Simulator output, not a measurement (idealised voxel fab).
The document below concerns the process module designated voxel lift off.
The cross-section shown here is cut; it is 175 nm wide and divided into square cells measuring 5 nm on a side.
Each cross-section below is a grid of square cells, stated as bands in top-down order, with one or more rows of cells making up each band. The entry gives the band's vertical extent as a top height and a bottom height in nm, then its horizontal make-up as materials from left to right, each with a width in nm. "empty" stands for empty space; a single material marked "throughout" fills the band edge to edge. Height reference: 0 = level under which incoming wafer is all one material. Lowest band: no bottom, runs on downward, e.g. "0..down". A width given as "30 to 40" starts at the first number in the band's top row and ends at the second number in its bottom row, shifting by an equal amount at every step from row to row. Take "no modifications" at face value: in the step it is given for, the cross-section changed in none of its cells. "Trapped voids" - sealed voids, min. 8 cells, no opening to top; format: width x height at distance (distance from left edge; nm throughout). On a step's line, text after the settings is the simulator commenting on that step. If you see "overlay nm" on a step's line and that step has a mask, it's telling you how far right of where it was planned the mask ended up; a negative number means it went left instead.
So here's the lineup of process steps we planned:
- 1: RECEIVE (material Si)
- 2: CONFORMAL_DEP (material SiN; thk nm 10)
- 3: PATTERN (tone open; mask id LINES; material resist; width nm 15; pitch nm 45; thk nm 20; overlay nm 0)
- 4: DIRECTIONAL_DEP (material Ru; thk nm 10)
- 5: STRIP (etch materials resist)
- 6: CONFORMAL_DEP (material SiN; thk nm 5)
Incoming wafer, cross-sectional view, post step 1:
  0..down: Si throughout
  Trapped voids: none
Wafer at module end, in section. Began as above, planned as above, run with one mistake:
  25..20: empty (30), SiN (30), empty (15), SiN (30), empty (15), SiN (30), empty (25)
  20..15: empty (30), SiN (5), Ru (20), SiN (5), empty (15), SiN (5), Ru (20), SiN (5), empty (15), SiN (5), Ru (20), SiN (5), empty (25)
  15..10: SiN (35), Ru (20), SiN (25), Ru (20), SiN (25), Ru (20), SiN (30)
  10..0: SiN throughout
  0..down: Si throughout
  Trapped voids: none
Heads up, the wafer didn't run the way we planned it: step 3 was not run as planned; what actually ran was PATTERN (tone open; mask id LINES; material resist; width nm 20; pitch nm 45; thk nm 20; overlay nm 0)
